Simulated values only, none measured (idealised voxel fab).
The process module that follows is named voxel plated lines.
Cross-section cut spans 290 nm and uses square cells 5 nm in size.
Cross-section spec: square-cell grid; bands listed top down; each band is one or more rows.
Band: top and bottom heights (nm) first, top before bottom; then materials from left to right, widths in nm. "full width" marks a sole material filling the band edge to edge. "air" denotes empty space.
Height 0 is the level under which the wafer as received is all one material. The lowest band goes on downwards, as in "0 -> down".
With a width like "30..40", each row of cells in the band differs from the next by the same amount, the top row carrying the first number and the bottom row the second.
It should be understood that the words "remains unaltered", when stated for a given step, signify that the cross-section underwent no change in any of its cells during that step.
Enclosed voids (no open way to top), threshold 8 cells or more, entry "Trapped voids", notation width x height at distance, distance from left edge, nm.
On a step's line, text after the settings is the simulator commenting on that step.
"overlay nm" denotes, for a step that has a mask, the displacement of the mask to the right of its planned place, with negative values corresponding to the left.

# plan
1) RECEIVE, material Si
2) CONFORMAL_DEP, material SiN, thk nm 5
3) DIRECTIONAL_DEP, material TiN, thk nm 5
4) PATTERN, tone open, mask id LINES, material resist, width nm 15, pitch nm 40, thk nm 30, overlay nm 0
5) EPI, material Ru, thk nm 10
6) EPI, material Ru, thk nm 10
7) STRIP, etch materials resist
8) DIRECTIONAL_ETCH, etch materials TiN, depth nm 5
9) CONFORMAL_DEP, material SiO2, thk nm 5

# Wafer cross-section on receipt, i.e. after step 1
* 0 -> down  Si full width
* Trapped voids: none

# End state of the module in cross-section, given the above starting point and plan and one mistake in execution
* 35 -> 30  air (120) | SiO2 (25) | air (15) | SiO2 (25) | air (105)
* 30 -> 10  air (120) | SiO2 (5) | Ru (15) | SiO2 (5) | air (15) | SiO2 (5) | Ru (15) | SiO2 (5) | air (105)
* 10 -> 5  SiO2 (125) | TiN (15) | SiO2 (25) | TiN (15) | SiO2 (110)
* 5 -> 0  SiN full width
* 0 -> down  Si full width
* Trapped voids: none
Deviation from plan: contrary to plan, step 4 was performed as PATTERN, tone open, mask id LINES, material resist, width nm 15, pitch nm 40, thk nm 30, overlay nm 10
